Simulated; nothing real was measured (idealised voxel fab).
This section sets out a process module, namely voxel self aligned vias.
Each square cell in cross-section cut measures 5 nm, and the section as a whole is 190 nm wide.
In this document a cross-section is written as a grid of square cells. It is given as a series of bands, listed from the top down, and a band is one or more rows of cells.
Band entry format. Leading values: height of top, height of bottom, nm. Remainder: materials in left-to-right order, each with its width in nm. Special words: "everywhere" on a single material, which then fills the band edge to edge; "empty", empty space.
Heights are reckoned from 0. Under this level, the received wafer is all of one material. The bottommost band is open-ended downward, for example "0..down".
Think of "30 to 40" as a width that walks from the first number to the second as you go down the band, top row to bottom row, taking equal-sized steps from row to row.
When a step is marked "no change", none of the cells in the cross-section changed during that step.
Closed-off voids of 8+ cells (no open route to the top) go in "Cavities, sealed", written width x height at distance from the left edge, in nm.
Step line, after settings: the simulator's comment on this step.
"overlay nm" denotes, for a step that has a mask, the displacement of the mask to the right of its planned place, with negative values corresponding to the left.
If you're wondering how to read the rest of this, here's the deal. It's pairs of cross-sections: one from before a process step, one from after it. The after one is only drawn as far down as the lowest band that changed. Right under each pair you'll see which step sits between them and what its settings were. Don't read the pairs as one continuous story, though. They can come from different runs of this module on the same starting wafer, and a pair only carries on from the one above it where its entry headed "State before" says so.
-- State before
    60..50  aC (45), then empty (30), then aC (45), then empty (30), then aC (40)
    50..20  SiO2 everywhere
    20..15  SiCN everywhere
    15..0  SiO2 everywhere
    0..down  Si everywhere
    Cavities, sealed: none
-- Post-Process View
    60..50  aC (45), then empty (30), then aC (45), then empty (30), then aC (40)
    50..20  SiO2 (45), then empty (30), then SiO2 (45), then empty (30), then SiO2 (40)
    Everything below 20 is unchanged.
    Cavities, sealed: none
Between the cross-sections above, the step performed was DIRECTIONAL_ETCH (etch materials SiO2; depth nm 30)
State before: The structure entering this step is exactly what the pair just above shows after its step.
-- Post-Process View
    50..20  SiO2 (45), then empty (30), then SiO2 (45), then empty (30), then SiO2 (40)
    Everything below 20 is unchanged.
    Cavities, sealed: none
Between the cross-sections above, the step performed was STRIP (etch materials aC)
State before: The structure entering this step is exactly what the pair just above shows after its step.
-- Post-Process View
    55..50  TiN (50), then empty (20), then TiN (55), then empty (20), then TiN (45)
    50..25  SiO2 (45), then TiN (5), then empty (20), then TiN (5), then SiO2 (45), then TiN (5), then empty (20), then TiN (5), then SiO2 (40)
    25..20  SiO2 (45), then TiN (30), then SiO2 (45), then TiN (30), then SiO2 (40)
    Everything below 20 is unchanged.
    Cavities, sealed: none
Between the cross-sections above, the step performed was CONFORMAL_DEP (material TiN; thk nm 5)
State before: The structure entering this step is exactly what the pair just above shows after its step.
-- Post-Process View
    65..55  W everywhere
    55..50  TiN (50), then W (20), then TiN (55), then W (20), then TiN (45)
    50..25  SiO2 (45), then TiN (5), then W (20), then TiN (5), then SiO2 (45), then TiN (5), then W (20), then TiN (5), then SiO2 (40)
    Everything below 25 is unchanged.
    Cavities, sealed: none
Between the cross-sections above, the step performed was FILL_DEP (material W; thk nm 10)
State before: The structure entering this step is exactly what the pair just above shows after its step.
-- Post-Process View
    50..25  SiO2 (45), then TiN (5), then W (20), then TiN (5), then SiO2 (45), then TiN (5), then W (20), then TiN (5), then SiO2 (40)
    Everything below 25 is unchanged.
    Cavities, sealed: none
Between the cross-sections above, the step performed was CMP (height nm 50)
State before: The structure entering this step is exactly what the pair just above shows after its step.
-- Post-Process View
    50..45  SiO2 (45), then empty (30), then SiO2 (45), then empty (30), then SiO2 (40)
    Everything below 45 is unchanged.
    Cavities, sealed: none
Between the cross-sections above, the step performed was SELECTIVE_ETCH (etch materials W Ru TiN; depth nm 5)
State before: The structure entering this step is exactly what the pair just above shows after its step.
-- Post-Process View
    55..50  SiN everywhere
    50..45  SiO2 (45), then SiN (30), then SiO2 (45), then SiN (30), then SiO2 (40)
    Everything below 45 is unchanged.
    Cavities, sealed: none
Between the cross-sections above, the step performed was FILL_DEP (material SiN; thk nm 5)
State before: The structure entering this step is exactly what the pair just above shows after its step.
-- Post-Process View
    50..45  SiO2 (45), then SiN (30), then SiO2 (45), then SiN (30), then SiO2 (40)
    Everything below 45 is unchanged.
    Cavities, sealed: none
Between the cross-sections above, the step performed was CMP (height nm 50)
State before: The structure entering this step is exactly what the pair just above shows after its step.
-- Post-Process View
    70..50  SiO2 everywhere
    Everything below 50 is unchanged.
    Cavities, sealed: none
Between the cross-sections above, the step performed was DIRECTIONAL_DEP (material SiO2; thk nm 20)
State before: The structure entering this step is exactly what the pair just above shows after its step.
-- Post-Process View
    70..50  SiO2 (35), then empty (45), then SiO2 (30), then empty (45), then SiO2 (35)
    Everything below 50 is unchanged.
    Cavities, sealed: none
Between the cross-sections above, the step performed was MASKED_ETCH (tone open; mask id VIAS; width nm 45; pitch nm 75; etch materials SiO2; depth nm 20; overlay nm 0)
State before: The structure entering this step is exactly what the pair just above shows after its step.
-- Post-Process View
    70..50  SiO2 (35), then empty (45), then SiO2 (30), then empty (45), then SiO2 (35)
    50..45  SiO2 (45), then empty (30), then SiO2 (45), then empty (30), then SiO2 (40)
    Everything below 45 is unchanged.
    Cavities, sealed: none
Between the cross-sections above, the step performed was MASKED_ETCH (tone open; mask id VIAS; width nm 45; pitch nm 75; etch materials SiN; depth nm 5; overlay nm 0)
State before: The structure entering this step is exactly what the pair just above shows after its step.
-- Post-Process View
    75..70  TiN (40), then empty (35), then TiN (40), then empty (35), then TiN (40)
    70..55  SiO2 (35), then TiN (5), then empty (35), then TiN (5), then SiO2 (30), then TiN (5), then empty (35), then TiN (5), then SiO2 (35)
    55..50  SiO2 (35), then TiN (15), then empty (20), then TiN (10), then SiO2 (30), then TiN (15), then empty (20), then TiN (10), then SiO2 (35)
    50..45  SiO2 (45), then TiN (30), then SiO2 (45), then TiN (30), then SiO2 (40)
    Everything below 45 is unchanged.
    Cavities, sealed: none
Between the cross-sections above, the step performed was CONFORMAL_DEP (material TiN; thk nm 5)
State before: The structure entering this step is exactly what the pair just above shows after its step.
-- Post-Process View
    80..75  W everywhere
    75..70  TiN (40), then W (35), then TiN (40), then W (35), then TiN (40)
    70..55  SiO2 (35), then TiN (5), then W (35), then TiN (5), then SiO2 (30), then TiN (5), then W (35), then TiN (5), then SiO2 (35)
    55..50  SiO2 (35), then TiN (15), then W (20), then TiN (10), then SiO2 (30), then TiN (15), then W (20), then TiN (10), then SiO2 (35)
    Everything below 50 is unchanged.
    Cavities, sealed: none
Between the cross-sections above, the step performed was FILL_DEP (material W; thk nm 5)
State before: The structure entering this step is exactly what the pair just above shows after its step.
-- Post-Process View
    70..55  SiO2 (35), then TiN (5), then W (35), then TiN (5), then SiO2 (30), then TiN (5), then W (35), then TiN (5), then SiO2 (35)
    Everything below 55 is unchanged.
    Cavities, sealed: none
Between the cross-sections above, the step performed was CMP (height nm 70)
State before: The structure entering this step is exactly what the pair just above shows after its step.
-- Post-Process View
    75..70  SiCN everywhere
    Everything below 70 is unchanged.
    Cavities, sealed: none
Between the cross-sections above, the step performed was CONFORMAL_DEP (material SiCN; thk nm 5)
-- State before
    60..50  aC everywhere
    50..20  SiO2 everywhere
    20..15  SiCN everywhere
    15..0  SiO2 everywhere
    0..down  Si everywhere
    Cavities, sealed: none
-- Post-Process View
    90..60  resist (35), then empty (25), then resist (50), then empty (25), then resist (55)
    Everything below 60 is unchanged.
    Cavities, sealed: none
Between the cross-sections above, the step performed was PATTERN (tone open; mask id LINES; material resist; width nm 25; pitch nm 75; thk nm 30; overlay nm -10)
State before: The structure entering this step is exactly what the pair just above shows after its step.
-- Post-Process View
    80..60  resist (35), then empty (25), then resist (50), then empty (25), then resist (55)
    60..50  aC (35), then empty (25), then aC (50), then empty (25), then aC (55)
    Everything below 50 is unchanged.
    Cavities, sealed: none
Between the cross-sections above, the step performed was DIRECTIONAL_ETCH (etch materials aC; depth nm 10)
State before: The structure entering this step is exactly what the pair just above shows after its step.
-- Post-Process View
    60..50  aC (35), then empty (25), then aC (50), then empty (25), then aC (55)
    Everything below 50 is unchanged.
    Cavities, sealed: none
Between the cross-sections above, the step performed was STRIP (etch materials resist)
State before: The structure entering this step is exactly what the pair just above shows after its step.
-- Post-Process View
    60..50  aC (35), then empty (25), then aC (50), then empty (25), then aC (55)
    50..20  SiO2 (35), then empty (25), then SiO2 (50), then empty (25), then SiO2 (55)
    Everything below 20 is unchanged.
    Cavities, sealed: none
Between the cross-sections above, the step performed was DIRECTIONAL_ETCH (etch materials SiO2; depth nm 30)
State before: The structure entering this step is exactly what the pair just above shows after its step.
-- Post-Process View
    50..20  SiO2 (35), then empty (25), then SiO2 (50), then empty (25), then SiO2 (55)
    Everything below 20 is unchanged.
    Cavities, sealed: none
Between the cross-sections above, the step performed was STRIP (etch materials aC)
State before: The structure entering this step is exactly what the pair just above shows after its step.
-- Post-Process View
    55..50  TiN (40), then empty (15), then TiN (60), then empty (15), then TiN (60)
    50..25  SiO2 (35), then TiN (5), then empty (15), then TiN (5), then SiO2 (50), then TiN (5), then empty (15), then TiN (5), then SiO2 (55)
    25..20  SiO2 (35), then TiN (25), then SiO2 (50), then TiN (25), then SiO2 (55)
    Everything below 20 is unchanged.
    Cavities, sealed: none
Between the cross-sections above, the step performed was CONFORMAL_DEP (material TiN; thk nm 5)
State before: The structure entering this step is exactly what the pair just above shows after its step.
-- Post-Process View
    65..55  W everywhere
    55..50  TiN (40), then W (15), then TiN (60), then W (15), then TiN (60)
    50..25  SiO2 (35), then TiN (5), then W (15), then TiN (5), then SiO2 (50), then TiN (5), then W (15), then TiN (5), then SiO2 (55)
    Everything below 25 is unchanged.
    Cavities, sealed: none
Between the cross-sections above, the step performed was FILL_DEP (material W; thk nm 10)
State before: The structure entering this step is exactly what the pair just above shows after its step.
-- Post-Process View
    50..25  SiO2 (35), then TiN (5), then W (15), then TiN (5), then SiO2 (50), then TiN (5), then W (15), then TiN (5), then SiO2 (55)
    Everything below 25 is unchanged.
    Cavities, sealed: none
Between the cross-sections above, the step performed was CMP (height nm 50)
State before: The structure entering this step is exactly what the pair just above shows after its step.
-- Post-Process View
    50..45  SiO2 (35), then empty (25), then SiO2 (50), then empty (25), then SiO2 (55)
    Everything below 45 is unchanged.
    Cavities, sealed: none
Between the cross-sections above, the step performed was SELECTIVE_ETCH (etch materials W Ru TiN; depth nm 5)
State before: The structure entering this step is exactly what the pair just above shows after its step.
-- Post-Process View
    55..50  SiN everywhere
    50..45  SiO2 (35), then SiN (25), then SiO2 (50), then SiN (25), then SiO2 (55)
    Everything below 45 is unchanged.
    Cavities, sealed: none
Between the cross-sections above, the step performed was FILL_DEP (material SiN; thk nm 5)
State before: The structure entering this step is exactly what the pair just above shows after its step.
-- Post-Process View
    50..45  SiO2 (35), then SiN (25), then SiO2 (50), then SiN (25), then SiO2 (55)
    Everything below 45 is unchanged.
    Cavities, sealed: none
Between the cross-sections above, the step performed was CMP (height nm 50)
State before: The structure entering this step is exactly what the pair just above shows after its step.
-- Post-Process View
    70..50  SiO2 everywhere
    Everything below 50 is unchanged.
    Cavities, sealed: none
Between the cross-sections above, the step performed was DIRECTIONAL_DEP (material SiO2; thk nm 20)
State before: The structure entering this step is exactly what the pair just above shows after its step.
-- Post-Process View
    70..50  SiO2 (35), then empty (45), then SiO2 (30), then empty (45), then SiO2 (35)
    Everything below 50 is unchanged.
    Cavities, sealed: none
Between the cross-sections above, the step performed was MASKED_ETCH (tone open; mask id VIAS; width nm 45; pitch nm 75; etch materials SiO2; depth nm 20; overlay nm 0)
State before: The structure entering this step is exactly what the pair just above shows after its step.
-- Post-Process View
    70..50  SiO2 (35), then empty (45), then SiO2 (30), then empty (45), then SiO2 (35)
    50..45  SiO2 (35), then empty (25), then SiO2 (50), then empty (25), then SiO2 (55)
    Everything below 45 is unchanged.
    Cavities, sealed: none
Between the cross-sections above, the step performed was MASKED_ETCH (tone open; mask id VIAS; width nm 45; pitch nm 75; etch materials SiN; depth nm 5; overlay nm 0)
State before: The structure entering this step is exactly what the pair just above shows after its step.
-- Post-Process View
    75..70  TiN (40), then empty (35), then TiN (40), then empty (35), then TiN (40)
    70..55  SiO2 (35), then TiN (5), then empty (35), then TiN (5), then SiO2 (30), then TiN (5), then empty (35), then TiN (5), then SiO2 (35)
    55..50  SiO2 (35), then TiN (5), then empty (15), then TiN (25), then SiO2 (30), then TiN (5), then empty (15), then TiN (25), then SiO2 (35)
    50..45  SiO2 (35), then TiN (25), then SiO2 (50), then TiN (25), then SiO2 (55)
    Everything below 45 is unchanged.
    Cavities, sealed: none
Between the cross-sections above, the step performed was CONFORMAL_DEP (material TiN; thk nm 5)
State before: The structure entering this step is exactly what the pair just above shows after its step.
-- Post-Process View
    80..75  W everywhere
    75..70  TiN (40), then W (35), then TiN (40), then W (35), then TiN (40)
    70..55  SiO2 (35), then TiN (5), then W (35), then TiN (5), then SiO2 (30), then TiN (5), then W (35), then TiN (5), then SiO2 (35)
    55..50  SiO2 (35), then TiN (5), then W (15), then TiN (25), then SiO2 (30), then TiN (5), then W (15), then TiN (25), then SiO2 (35)
    Everything below 50 is unchanged.
    Cavities, sealed: none
Between the cross-sections above, the step performed was FILL_DEP (material W; thk nm 5)
State before: The structure entering this step is exactly what the pair just above shows after its step.
-- Post-Process View
    70..55  SiO2 (35), then TiN (5), then W (35), then TiN (5), then SiO2 (30), then TiN (5), then W (35), then TiN (5), then SiO2 (35)
    Everything below 55 is unchanged.
    Cavities, sealed: none
Between the cross-sections above, the step performed was CMP (height nm 70)
State before: The structure entering this step is exactly what the pair just above shows after its step.
-- Post-Process View
    75..70  SiCN everywhere
    Everything below 70 is unchanged.
    Cavities, sealed: none
Between the cross-sections above, the step performed was CONFORMAL_DEP (material SiCN; thk nm 5)
-- State before
    50..45  SiO2 (45), then SiN (25), then SiO2 (50), then SiN (25), then SiO2 (45)
    45..25  SiO2 (45), then TiN (5), then W (15), then TiN (5), then SiO2 (50), then TiN (5), then W (15), then TiN (5), then SiO2 (45)
    25..20  SiO2 (45), then TiN (25), then SiO2 (50), then TiN (25), then SiO2 (45)
    20..15  SiCN everywhere
    15..0  SiO2 everywhere
    0..down  Si everywhere
    Cavities, sealed: none
-- Post-Process View
    70..50  Ru everywhere
    Everything below 50 is unchanged.
    Cavities, sealed: none
Between the cross-sections above, the step performed was DIRECTIONAL_DEP (material Ru; thk nm 20)
State before: The structure entering this step is exactly what the pair just above shows after its step.
-- Post-Process View
    75..70  TiN everywhere
    Everything below 70 is unchanged.
    Cavities, sealed: none
Between the cross-sections above, the step performed was CONFORMAL_DEP (material TiN; thk nm 5)
State before: The structure entering this step is exactly what the pair just above shows after its step.
-- Post-Process View
    80..75  W everywhere
    Everything below 75 is unchanged.
    Cavities, sealed: none
Between the cross-sections above, the step performed was FILL_DEP (material W; thk nm 5)
State before: The structure entering this step is exactly what the pair just above shows after its step.
-- Post-Process View
    70..50  Ru everywhere
    Everything below 50 is unchanged.
    Cavities, sealed: none
Between the cross-sections above, the step performed was CMP (height nm 70)
State before: The structure entering this step is exactly what the pair just above shows after its step.
-- Post-Process View
    75..70  SiCN everywhere
    Everything below 70 is unchanged.
    Cavities, sealed: none
Between the cross-sections above, the step performed was CONFORMAL_DEP (material SiCN; thk nm 5)
-- State before
    70..50  SiO2 everywhere
    50..45  SiO2 (45), then SiN (25), then SiO2 (50), then SiN (25), then SiO2 (45)
    45..25  SiO2 (45), then TiN (5), then W (15), then TiN (5), then SiO2 (50), then TiN (5), then W (15), then TiN (5), then SiO2 (45)
    25..20  SiO2 (45), then TiN (25), then SiO2 (50), then TiN (25), then SiO2 (45)
    20..15  SiCN everywhere
    15..0  SiO2 everywhere
    0..down  Si everywhere
    Cavities, sealed: none
-- Post-Process View
    70..50  empty (35), then SiO2 (45), then empty (30), then SiO2 (45), then empty (35)
    Everything below 50 is unchanged.
    Cavities, sealed: none
Between the cross-sections above, the step performed was MASKED_ETCH (tone cover; mask id VIAS; width nm 45; pitch nm 75; etch materials SiO2; depth nm 20; overlay nm 0)
State before: The structure entering this step is exactly what the pair just above shows after its step.
-- Post-Process View
    75..70  empty (30), then TiN (55), then empty (20), then TiN (55), then empty (30)
    70..55  empty (30), then TiN (5), then SiO2 (45), then TiN (5), then empty (20), then TiN (5), then SiO2 (45), then TiN (5), then empty (30)
    55..50  TiN (35), then SiO2 (45), then TiN (30), then SiO2 (45), then TiN (35)
    Everything below 50 is unchanged.
    Cavities, sealed: none
Between the cross-sections above, the step performed was CONFORMAL_DEP (material TiN; thk nm 5)
State before: The structure entering this step is exactly what the pair just above shows after its step.
-- Post-Process View
    80..75  W everywhere
    75..70  W (30), then TiN (55), then W (20), then TiN (55), then W (30)
    70..55  W (30), then TiN (5), then SiO2 (45), then TiN (5), then W (20), then TiN (5), then SiO2 (45), then TiN (5), then W (30)
    Everything below 55 is unchanged.
    Cavities, sealed: none
Between the cross-sections above, the step performed was FILL_DEP (material W; thk nm 5)
State before: The structure entering this step is exactly what the pair just above shows after its step.
-- Post-Process View
    70..55  W (30), then TiN (5), then SiO2 (45), then TiN (5), then W (20), then TiN (5), then SiO2 (45), then TiN (5), then W (30)
    Everything below 55 is unchanged.
    Cavities, sealed: none
Between the cross-sections above, the step performed was CMP (height nm 70)
State before: The structure entering this step is exactly what the pair just above shows after its step.
-- Post-Process View
    75..70  SiCN everywhere
    Everything below 70 is unchanged.
    Cavities, sealed: none
Between the cross-sections above, the step performed was CONFORMAL_DEP (material SiCN; thk nm 5)
